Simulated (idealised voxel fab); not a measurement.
process module | voxel released beams
cross-section cut | 245 nm wide | cells 5 nm
A cross-section is a grid of square cells, given in bands from the top down. A band is one or more rows of cells.
Each band's line starts with the height of the band's top and of its bottom, in nm. Then come its materials from left to right, each with its width in nm. One material with "throughout" fills the band from edge to edge. "air" is empty space.
Height 0 is the level under which the wafer as received is all one material. The lowest band goes on downwards, as in "0 down".
A width such as "30 to 40" changes by the same amount from each row of cells to the next, from the band's top row to its bottom row.
"no change" after a step means that no cell of the cross-section changed.
closed voids: empty space of 8 cells or more with no open way to the top, each as width x height at its distance from the left edge, in nm
after a step's settings: what the simulator itself notes on the step
overlay nm, on a step with a mask: how far to the right of its planned place the mask lay; to the left if negative
plan
1 op RECEIVE | material Si
2 op CONFORMAL_DEP | material Al2O3 | thk nm 10
3 op DIRECTIONAL_DEP | material SiO2 | thk nm 15
4 op PATTERN | tone open | mask id ANCHOR | material resist | width nm 35 | thk nm 15 | overlay nm 0
5 op DIRECTIONAL_ETCH | etch materials SiO2 | depth nm 15
6 op STRIP | etch materials resist
7 op CONFORMAL_DEP | material SiN | thk nm 10
8 op PATTERN | tone cover | mask id BEAM | material resist | width nm 95 | thk nm 20 | overlay nm 0
9 op DIRECTIONAL_ETCH | etch materials SiN | depth nm 10
10 op STRIP | etch materials resist
11 op STRIP | etch materials SiO2
as received, after step 1
  0 down: Si throughout
  closed voids: none
first wafer at the end, as planned
  35 to 25: air 70 | SiN 15 | air 15 | SiN 65 | air 80
  25 to 20: air 75 | SiN 10 | air 15 | SiN 10 | air 135
  20 to 10: air 75 | SiN 35 | air 135
  10 to 0: Al2O3 throughout
  0 down: Si throughout
  closed voids: none
second wafer at the end: like start, like plan, one mistake
  35 to 25: air 70 | SiN 50 | air 125
  25 to 20: air 65 | SiN 10 | SiO2 35 | SiN 10 | air 125
  20 to 10: air 65 | SiN 10 | SiO2 35 | SiN 55 | air 80
  10 to 0: Al2O3 throughout
  0 down: Si throughout
  closed voids: none
what went wrong: step 4 ran as: op PATTERN | tone cover | mask id ANCHOR | material resist | width nm 35 | thk nm 15 | overlay nm 0
at the end the second wafer has, in cells: 21 more of SiO2
